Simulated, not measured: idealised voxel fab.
Title: Process Module voxel transistor to metal
Cross-section cut: width 150 nm, square cells of 5 nm.
Just so we're on the same page, the cross-sections are grids of square cells, and they're listed out in bands top to bottom, each band one or more rows deep.
Heads up on the band format: heights come first, top then bottom, in nm. After that it's the materials left to right, each with its width in nm. A single material flagged "full width" fills the whole band edge to edge, and "blank" means there's empty space there.
For the purposes of this specification, 0 denotes the height below which the wafer in its as-received condition is composed wholly of one material, and the lowermost band, lacking a lower limit, extends downward without end, as expressed in "0 and below".
The width entry "30->40" should be interpreted row by row: the top row of cells in the band takes the first number, the bottom row takes the second number, and the change between adjacent rows is uniform throughout.
Key: "no alteration" - step with no changed cell in the cross-section.
The entry titled "Encapsulated voids" provides the empty spaces that have no open way to the top, restricted to those of 8 cells or more. Each is presented as width x height at distance, the distance being measured from the left edge, with all three in nm.
Post-settings text on a step line: simulator's own remark regarding the step.
On any step carrying a mask, the "overlay nm" setting, if present on the step's line, tells how far right of its planned place the mask lay; negative values point to the left.
Listed below are the process steps as planned
- 1: RECEIVE | material Si
- 2: OXIDIZE | depth nm 5
- 3: CONFORMAL_DEP | material SiN | thk nm 5
- 4: PATTERN | tone cover | mask id ACTIVE | material resist | width nm 95 | thk nm 20 | overlay nm 0
- 5: DIRECTIONAL_ETCH | etch materials SiN | depth nm 10
- 6: DIRECTIONAL_ETCH | etch materials SiO2 | depth nm 5
- 7: DIRECTIONAL_ETCH | etch materials Si | depth nm 35
- 8: STRIP | etch materials resist
- 9: FILL_DEP | material SiO2 | thk nm 5
- 10: CMP | height nm 10
- 11: SELECTIVE_ETCH | etch materials SiO2 | depth nm 10
- 12: STRIP | etch materials SiN
- 13: SELECTIVE_ETCH | etch materials SiO2 | depth nm 5
- 14: OXIDIZE | depth nm 5
- 15: DIRECTIONAL_DEP | material polySi | thk nm 30
- 16: DIRECTIONAL_DEP | material SiCN | thk nm 10
- 17: MASKED_ETCH | tone cover | mask id GATE | width nm 25 | etch materials SiCN | depth nm 20 | overlay nm 0
- 18: MASKED_ETCH | tone cover | mask id GATE | width nm 25 | etch materials polySi | depth nm 40 | overlay nm 0
- 19: CONFORMAL_DEP | material SiO2 | thk nm 5
- 20: DIRECTIONAL_ETCH | etch materials SiO2 | depth nm 5
- 21: CONFORMAL_DEP | material SiN | thk nm 5
- 22: DIRECTIONAL_ETCH | etch materials SiN | depth nm 5
- 23: DIRECTIONAL_ETCH | etch materials SiO2 | depth nm 5
- 24: DIRECTIONAL_ETCH | etch materials Si | depth nm 5
- 25: EPI | material SiGe | thk nm 10
- 26: FILL_DEP | material SiO2 | thk nm 10
- 27: CMP | height nm 25
- 28: STRIP | etch materials polySi
- 29: SELECTIVE_ETCH | etch materials SiO2 | depth nm 5
- 30: CONFORMAL_DEP | material HfO2 | thk nm 5
- 31: CONFORMAL_DEP | material TiN | thk nm 5
- 32: FILL_DEP | material W | thk nm 10
- 33: CMP | height nm 20
- 34: DIRECTIONAL_DEP | material SiO2 | thk nm 15
- 35: MASKED_ETCH | tone open | mask id CONTACT | width nm 15 | pitch nm 70 | etch materials SiO2 | depth nm 40 | overlay nm 0
- 36: CONFORMAL_DEP | material TiN | thk nm 5
- 37: FILL_DEP | material Ru | thk nm 10
- 38: CMP | height nm 35
- 39: CONFORMAL_DEP | material SiCN | thk nm 5
- 40: DIRECTIONAL_DEP | material SiO2 | thk nm 20
- 41: PATTERN | tone open | mask id METAL_1 | material resist | width nm 15 | pitch nm 70 | thk nm 15 | overlay nm 0
- 42: DIRECTIONAL_ETCH | etch materials SiO2 | depth nm 20
- 43: DIRECTIONAL_ETCH | etch materials SiCN | depth nm 5
- 44: STRIP | etch materials resist
- 45: CONFORMAL_DEP | material TiN | thk nm 5
- 46: FILL_DEP | material Cu | thk nm 10
- 47: CMP | height nm 60
- 48: CONFORMAL_DEP | material SiN | thk nm 5
For this document, wafers share an identical start and vary in the step 3 thk nm; the plan quotes the first wafer's value.
Cross-sectional view of the first of several wafers in the as-received condition, corresponding to the state following step 1
> 0 and below | Si full width
> Encapsulated voids: none
Heads up, this table goes wafer by wafer. A row tells you, at the end of the module, how many cells of each material that wafer has put on (+) or dropped (-) since it was received, and then its closed voids
thk nm 5, +8 Cu, +17 HfO2, +12 Ru, -136 Si, +24 SiCN, +26 SiGe, +40 SiN, +318 SiO2, +69 TiN, +12 W, Encapsulated voids: none
thk nm 10, +8 Cu, +17 HfO2, +12 Ru, -136 Si, +24 SiCN, +26 SiGe, +40 SiN, +318 SiO2, +69 TiN, +12 W, Encapsulated voids: none
thk nm 15, +8 Cu, +17 HfO2, +12 Ru, -81 Si, +24 SiCN, +46 SiGe, +40 SiN, +243 SiO2, +69 TiN, +12 W, Encapsulated voids: none
thk nm 20, +8 Cu, +17 HfO2, +12 Ru, -81 Si, +24 SiCN, +46 SiGe, +40 SiN, +243 SiO2, +69 TiN, +12 W, Encapsulated voids: none
thk nm 25, +8 Cu, +17 HfO2, +12 Ru, -81 Si, +24 SiCN, +46 SiGe, +40 SiN, +243 SiO2, +69 TiN, +12 W, Encapsulated voids: none
